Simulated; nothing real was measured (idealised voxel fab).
process module | voxel transistor to metal
cross-section cut | 300 nm wide | cells 5 nm
A cross-section is a grid of square cells, given in bands from the top down. A band is one or more rows of cells.
Each band's line starts with the height of the band's top and of its bottom, in nm. Then come its materials from left to right, each with its width in nm. One material with "throughout" fills the band from edge to edge. "air" is empty space.
Height 0 is the level under which the wafer as received is all one material. The lowest band goes on downwards, as in "0 down".
A width such as "30 to 40" changes by the same amount from each row of cells to the next, from the band's top row to its bottom row.
"no change" after a step means that no cell of the cross-section changed.
closed voids: empty space of 8 cells or more with no open way to the top, each as width x height at its distance from the left edge, in nm
after a step's settings: what the simulator itself notes on the step
overlay nm, on a step with a mask: how far to the right of its planned place the mask lay; to the left if negative
plan
1 op RECEIVE | material Si
2 op OXIDIZE | depth nm 5
3 op CONFORMAL_DEP | material SiN | thk nm 15
4 op MASKED_ETCH | tone cover | mask id ACTIVE | width nm 105 | pitch nm 125 | etch materials SiN | depth nm 15 | overlay nm 0
5 op MASKED_ETCH | tone cover | mask id ACTIVE | width nm 105 | pitch nm 125 | etch materials SiO2 | depth nm 5 | overlay nm 0
6 op MASKED_ETCH | tone cover | mask id ACTIVE | width nm 105 | pitch nm 125 | etch materials Si | depth nm 35 | overlay nm 0
7 op FILL_DEP | material SiO2 | thk nm 5
8 op CMP | height nm 15
9 op SELECTIVE_ETCH | etch materials SiO2 | depth nm 15
10 op STRIP | etch materials SiN
11 op SELECTIVE_ETCH | etch materials SiO2 | depth nm 5
12 op OXIDIZE | depth nm 5
13 op DIRECTIONAL_DEP | material polySi | thk nm 20
14 op DIRECTIONAL_DEP | material SiCN | thk nm 15
15 op MASKED_ETCH | tone cover | mask id GATE | width nm 25 | pitch nm 125 | etch materials SiCN | depth nm 25 | overlay nm 0
16 op MASKED_ETCH | tone cover | mask id GATE | width nm 25 | pitch nm 125 | etch materials polySi | depth nm 30 | overlay nm 0
17 op CONFORMAL_DEP | material SiN | thk nm 10
18 op DIRECTIONAL_ETCH | etch materials SiN | depth nm 10
19 op DIRECTIONAL_ETCH | etch materials SiO2 | depth nm 5
20 op DIRECTIONAL_ETCH | etch materials Si | depth nm 15
21 op EPI | material pSi | thk nm 20
22 op FILL_DEP | material SiO2 | thk nm 10
23 op CMP | height nm 30
24 op DIRECTIONAL_DEP | material SiO2 | thk nm 15
25 op PATTERN | tone open | mask id CONTACT | material resist | width nm 15 | thk nm 15 | overlay nm 0
26 op DIRECTIONAL_ETCH | etch materials SiO2 | depth nm 35
27 op STRIP | etch materials resist
28 op CONFORMAL_DEP | material TiN | thk nm 5
29 op FILL_DEP | material Ru | thk nm 10
30 op CMP | height nm 45
31 op CONFORMAL_DEP | material SiCN | thk nm 5
32 op DIRECTIONAL_DEP | material lowk | thk nm 20
33 op DIRECTIONAL_DEP | material aC | thk nm 10
34 op PATTERN | tone open | mask id METAL_1 | material resist | width nm 15 | thk nm 25 | overlay nm 0
35 op DIRECTIONAL_ETCH | etch materials aC | depth nm 10
36 op STRIP | etch materials resist
37 op DIRECTIONAL_ETCH | etch materials lowk | depth nm 20
38 op DIRECTIONAL_ETCH | etch materials SiCN | depth nm 5
39 op STRIP | etch materials aC
40 op CONFORMAL_DEP | material TiN | thk nm 5
41 op FILL_DEP | material W | thk nm 10
42 op CMP | height nm 70
43 op CONFORMAL_DEP | material SiN | thk nm 5
as received, after step 1
  0 down: Si throughout
  closed voids: none
first wafer at the end, as planned
  75 to 70: SiN throughout
  70 to 50: lowk 45 | TiN 5 | W 5 | TiN 5 | lowk 55 | TiN 5 | W 5 | TiN 5 | lowk 40 | TiN 5 | W 5 | TiN 5 | lowk 55 | TiN 5 | W 5 | TiN 5 | lowk 45
  50 to 45: SiCN 45 | TiN 15 | SiCN 55 | TiN 15 | SiCN 40 | TiN 15 | SiCN 55 | TiN 15 | SiCN 45
  45 to 30: SiO2 45 | TiN 5 | Ru 5 | TiN 5 | SiO2 55 | TiN 5 | Ru 5 | TiN 5 | SiO2 40 | TiN 5 | Ru 5 | TiN 5 | SiO2 55 | TiN 5 | Ru 5 | TiN 5 | SiO2 45
  30 to 15: SiO2 45 | TiN 5 | Ru 5 | TiN 5 | SiO2 5 | SiN 10 | SiCN 25 | SiN 10 | SiO2 5 | TiN 5 | Ru 5 | TiN 5 | SiO2 40 | TiN 5 | Ru 5 | TiN 5 | SiO2 5 | SiN 10 | SiCN 25 | SiN 10 | SiO2 5 | TiN 5 | Ru 5 | TiN 5 | SiO2 45
  15 to 10: SiO2 45 | TiN 15 | SiO2 5 | SiN 10 | polySi 25 | SiN 10 | SiO2 5 | TiN 15 | SiO2 40 | TiN 15 | SiO2 5 | SiN 10 | polySi 25 | SiN 10 | SiO2 5 | TiN 15 | SiO2 45
  10 to -5: SiO2 45 | pSi 20 | SiN 10 | polySi 25 | SiN 10 | pSi 20 | SiO2 40 | pSi 20 | SiN 10 | polySi 25 | SiN 10 | pSi 20 | SiO2 45
  -5 to -10: SiO2 30 | pSi 35 | SiO2 45 | pSi 35 | SiO2 10 | pSi 35 | SiO2 45 | pSi 35 | SiO2 30
  -10 to -25: SiO2 35 | pSi 30 | Si 45 | pSi 30 | SiO2 20 | pSi 30 | Si 45 | pSi 30 | SiO2 35
  -25 to -40: SiO2 35 | Si 105 | SiO2 20 | Si 105 | SiO2 35
  -40 down: Si throughout
  closed voids: none
second wafer at the end: like start, like plan, one mistake
  75 to 70: SiN throughout
  70 to 50: lowk 45 | TiN 5 | W 5 | TiN 5 | lowk 55 | TiN 5 | W 5 | TiN 5 | lowk 40 | TiN 5 | W 5 | TiN 5 | lowk 55 | TiN 5 | W 5 | TiN 5 | lowk 45
  50 to 45: SiCN 45 | TiN 15 | SiCN 55 | TiN 15 | SiCN 40 | TiN 15 | SiCN 55 | TiN 15 | SiCN 45
  45 to 30: SiO2 45 | TiN 5 | SiO2 5 | TiN 5 | SiO2 55 | TiN 5 | SiO2 5 | TiN 5 | SiO2 40 | TiN 5 | SiO2 5 | TiN 5 | SiO2 55 | TiN 5 | SiO2 5 | TiN 5 | SiO2 45
  30 to 15: SiO2 45 | TiN 5 | SiO2 5 | TiN 5 | SiO2 5 | SiN 10 | SiCN 25 | SiN 10 | SiO2 5 | TiN 5 | SiO2 5 | TiN 5 | SiO2 40 | TiN 5 | SiO2 5 | TiN 5 | SiO2 5 | SiN 10 | SiCN 25 | SiN 10 | SiO2 5 | TiN 5 | SiO2 5 | TiN 5 | SiO2 45
  15 to 10: SiO2 45 | TiN 15 | SiO2 5 | SiN 10 | polySi 25 | SiN 10 | SiO2 5 | TiN 15 | SiO2 40 | TiN 15 | SiO2 5 | SiN 10 | polySi 25 | SiN 10 | SiO2 5 | TiN 15 | SiO2 45
  10 to -5: SiO2 45 | pSi 20 | SiN 10 | polySi 25 | SiN 10 | pSi 20 | SiO2 40 | pSi 20 | SiN 10 | polySi 25 | SiN 10 | pSi 20 | SiO2 45
  -5 to -10: SiO2 30 | pSi 35 | SiO2 45 | pSi 35 | SiO2 10 | pSi 35 | SiO2 45 | pSi 35 | SiO2 30
  -10 to -25: SiO2 35 | pSi 30 | Si 45 | pSi 30 | SiO2 20 | pSi 30 | Si 45 | pSi 30 | SiO2 35
  -25 to -40: SiO2 35 | Si 105 | SiO2 20 | Si 105 | SiO2 35
  -40 down: Si throughout
  closed voids: none
what went wrong: step 29 ran as: op FILL_DEP | material SiO2 | thk nm 10
at the end the second wafer has, in cells: 24 fewer of Ru | 24 more of SiO2
